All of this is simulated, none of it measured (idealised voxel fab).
process module | voxel self aligned vias
cross-section cut | 185 nm wide | cells 5 nm
A cross-section is a grid of square cells, given in bands from the top down. A band is one or more rows of cells.
Each band's line starts with the height of the band's top and of its bottom, in nm. Then come its materials from left to right, each with its width in nm. One material with "throughout" fills the band from edge to edge. "air" is empty space.
Height 0 is the level under which the wafer as received is all one material. The lowest band goes on downwards, as in "0 down".
A width such as "30 to 40" changes by the same amount from each row of cells to the next, from the band's top row to its bottom row.
"no change" after a step means that no cell of the cross-section changed.
closed voids: empty space of 8 cells or more with no open way to the top, each as width x height at its distance from the left edge, in nm
after a step's settings: what the simulator itself notes on the step
overlay nm, on a step with a mask: how far to the right of its planned place the mask lay; to the left if negative
plan
1 op RECEIVE | material Si
2 op CONFORMAL_DEP | material SiO2 | thk nm 15
3 op CONFORMAL_DEP | material SiCN | thk nm 5
4 op DIRECTIONAL_DEP | material lowk | thk nm 30
5 op PATTERN | tone open | mask id LINES | material resist | width nm 20 | pitch nm 60 | thk nm 15 | overlay nm 0
6 op DIRECTIONAL_ETCH | etch materials lowk | depth nm 30
7 op STRIP | etch materials resist
8 op CONFORMAL_DEP | material TiN | thk nm 5
9 op FILL_DEP | material Ru | thk nm 10
10 op CMP | height nm 50
11 op SELECTIVE_ETCH | etch materials W Ru TiN | depth nm 10
12 op FILL_DEP | material SiN | thk nm 10
13 op CMP | height nm 50
14 op DIRECTIONAL_DEP | material lowk | thk nm 15
15 op PATTERN | tone open | mask id VIAS | material resist | width nm 30 | pitch nm 60 | thk nm 20 | overlay nm 0
16 op DIRECTIONAL_ETCH | etch materials lowk | depth nm 15
17 op DIRECTIONAL_ETCH | etch materials SiN | depth nm 10
18 op STRIP | etch materials resist
19 op CONFORMAL_DEP | material TiN | thk nm 5
20 op FILL_DEP | material Ru | thk nm 5
21 op CMP | height nm 65
22 op CONFORMAL_DEP | material SiN | thk nm 5
first wafer, as planned
as received, after step 1
  0 down: Si throughout
  closed voids: none
after step 2
  15 to 0: SiO2 throughout
  below 0: unchanged
after step 3
  20 to 15: SiCN throughout
  below 15: unchanged
after step 4
  50 to 20: lowk throughout
  below 20: unchanged
after step 5
  65 to 50: resist 20 | air 20 | resist 40 | air 20 | resist 40 | air 20 | resist 25
  below 50: unchanged
after step 6
  65 to 50: resist 20 | air 20 | resist 40 | air 20 | resist 40 | air 20 | resist 25
  50 to 20: lowk 20 | air 20 | lowk 40 | air 20 | lowk 40 | air 20 | lowk 25
  below 20: unchanged
after step 7
  50 to 20: lowk 20 | air 20 | lowk 40 | air 20 | lowk 40 | air 20 | lowk 25
  below 20: unchanged
after step 8
  55 to 50: TiN 25 | air 10 | TiN 50 | air 10 | TiN 50 | air 10 | TiN 30
  50 to 25: lowk 20 | TiN 5 | air 10 | TiN 5 | lowk 40 | TiN 5 | air 10 | TiN 5 | lowk 40 | TiN 5 | air 10 | TiN 5 | lowk 25
  25 to 20: lowk 20 | TiN 20 | lowk 40 | TiN 20 | lowk 40 | TiN 20 | lowk 25
  below 20: unchanged
after step 9
  65 to 55: Ru throughout
  55 to 50: TiN 25 | Ru 10 | TiN 50 | Ru 10 | TiN 50 | Ru 10 | TiN 30
  50 to 25: lowk 20 | TiN 5 | Ru 10 | TiN 5 | lowk 40 | TiN 5 | Ru 10 | TiN 5 | lowk 40 | TiN 5 | Ru 10 | TiN 5 | lowk 25
  below 25: unchanged
after step 10
  50 to 25: lowk 20 | TiN 5 | Ru 10 | TiN 5 | lowk 40 | TiN 5 | Ru 10 | TiN 5 | lowk 40 | TiN 5 | Ru 10 | TiN 5 | lowk 25
  below 25: unchanged
after step 11
  50 to 40: lowk 20 | air 20 | lowk 40 | air 20 | lowk 40 | air 20 | lowk 25
  below 40: unchanged
after step 12
  60 to 50: SiN throughout
  50 to 40: lowk 20 | SiN 20 | lowk 40 | SiN 20 | lowk 40 | SiN 20 | lowk 25
  below 40: unchanged
after step 13
  50 to 40: lowk 20 | SiN 20 | lowk 40 | SiN 20 | lowk 40 | SiN 20 | lowk 25
  below 40: unchanged
after step 14
  65 to 50: lowk throughout
  below 50: unchanged
after step 15
  85 to 65: resist 15 | air 30 | resist 30 | air 30 | resist 30 | air 30 | resist 20
  below 65: unchanged
after step 16
  85 to 65: resist 15 | air 30 | resist 30 | air 30 | resist 30 | air 30 | resist 20
  65 to 50: lowk 15 | air 30 | lowk 30 | air 30 | lowk 30 | air 30 | lowk 20
  below 50: unchanged
after step 17
  85 to 65: resist 15 | air 30 | resist 30 | air 30 | resist 30 | air 30 | resist 20
  65 to 50: lowk 15 | air 30 | lowk 30 | air 30 | lowk 30 | air 30 | lowk 20
  50 to 40: lowk 20 | air 20 | lowk 40 | air 20 | lowk 40 | air 20 | lowk 25
  below 40: unchanged
after step 18
  65 to 50: lowk 15 | air 30 | lowk 30 | air 30 | lowk 30 | air 30 | lowk 20
  below 50: unchanged
after step 19
  70 to 65: TiN 20 | air 20 | TiN 40 | air 20 | TiN 40 | air 20 | TiN 25
  65 to 55: lowk 15 | TiN 5 | air 20 | TiN 5 | lowk 30 | TiN 5 | air 20 | TiN 5 | lowk 30 | TiN 5 | air 20 | TiN 5 | lowk 20
  55 to 45: lowk 15 to 20 | TiN 10 to 5 | air 10 | TiN 10 to 5 | lowk 30 to 40 | TiN 10 to 5 | air 10 | TiN 10 to 5 | lowk 30 to 40 | TiN 10 to 5 | air 10 | TiN 10 to 5 | lowk 20 to 25
  45 to 40: lowk 20 | TiN 20 | lowk 40 | TiN 20 | lowk 40 | TiN 20 | lowk 25
  below 40: unchanged
after step 20
  75 to 70: Ru throughout
  70 to 65: TiN 20 | Ru 20 | TiN 40 | Ru 20 | TiN 40 | Ru 20 | TiN 25
  65 to 55: lowk 15 | TiN 5 | Ru 20 | TiN 5 | lowk 30 | TiN 5 | Ru 20 | TiN 5 | lowk 30 | TiN 5 | Ru 20 | TiN 5 | lowk 20
  55 to 45: lowk 15 to 20 | TiN 10 to 5 | Ru 10 | TiN 10 to 5 | lowk 30 to 40 | TiN 10 to 5 | Ru 10 | TiN 10 to 5 | lowk 30 to 40 | TiN 10 to 5 | Ru 10 | TiN 10 to 5 | lowk 20 to 25
  below 45: unchanged
after step 21
  65 to 55: lowk 15 | TiN 5 | Ru 20 | TiN 5 | lowk 30 | TiN 5 | Ru 20 | TiN 5 | lowk 30 | TiN 5 | Ru 20 | TiN 5 | lowk 20
  below 55: unchanged
after step 22
  70 to 65: SiN throughout
  below 65: unchanged
second wafer: like start, like plan, one mistake. Through step 15 it matches the first wafer
when step 16 should have ended
  85 to 65: resist 15 | air 30 | resist 30 | air 30 | resist 30 | air 30 | resist 20
  65 to 50: lowk 15 | air 30 | lowk 30 | air 30 | lowk 30 | air 30 | lowk 20
  50 to 40: lowk 15 | air 5 | SiN 20 | air 5 | lowk 30 | air 5 | SiN 20 | air 5 | lowk 30 | air 5 | SiN 20 | air 5 | lowk 20
  40 to 35: lowk 15 | air 5 | TiN 5 | Ru 10 | TiN 5 | air 5 | lowk 30 | air 5 | TiN 5 | Ru 10 | TiN 5 | air 5 | lowk 30 | air 5 | TiN 5 | Ru 10 | TiN 5 | air 5 | lowk 20
  below 35: unchanged
when step 17 should have ended
  85 to 65: resist 15 | air 30 | resist 30 | air 30 | resist 30 | air 30 | resist 20
  65 to 40: lowk 15 | air 30 | lowk 30 | air 30 | lowk 30 | air 30 | lowk 20
  below 40: unchanged
when step 18 should have ended
  65 to 40: lowk 15 | air 30 | lowk 30 | air 30 | lowk 30 | air 30 | lowk 20
  below 40: unchanged
when step 19 should have ended
  70 to 65: TiN 20 | air 20 | TiN 40 | air 20 | TiN 40 | air 20 | TiN 25
  65 to 45: lowk 15 | TiN 5 | air 20 | TiN 5 | lowk 30 | TiN 5 | air 20 | TiN 5 | lowk 30 | TiN 5 | air 20 | TiN 5 | lowk 20
  45 to 40: lowk 15 | TiN 30 | lowk 30 | TiN 30 | lowk 30 | TiN 30 | lowk 20
  40 to 35: lowk 15 | TiN 10 | Ru 10 | TiN 10 | lowk 30 | TiN 10 | Ru 10 | TiN 10 | lowk 30 | TiN 10 | Ru 10 | TiN 10 | lowk 20
  below 35: unchanged
when step 20 should have ended
  75 to 70: Ru throughout
  70 to 65: TiN 20 | Ru 20 | TiN 40 | Ru 20 | TiN 40 | Ru 20 | TiN 25
  65 to 45: lowk 15 | TiN 5 | Ru 20 | TiN 5 | lowk 30 | TiN 5 | Ru 20 | TiN 5 | lowk 30 | TiN 5 | Ru 20 | TiN 5 | lowk 20
  below 45: unchanged
when step 21 should have ended
  65 to 45: lowk 15 | TiN 5 | Ru 20 | TiN 5 | lowk 30 | TiN 5 | Ru 20 | TiN 5 | lowk 30 | TiN 5 | Ru 20 | TiN 5 | lowk 20
  below 45: unchanged
when step 22 should have ended
  70 to 65: SiN throughout
  below 65: unchanged
what went wrong: step 16 was run twice
at the end the second wafer has, in cells: 12 more of Ru | 6 more of TiN | 18 fewer of lowk
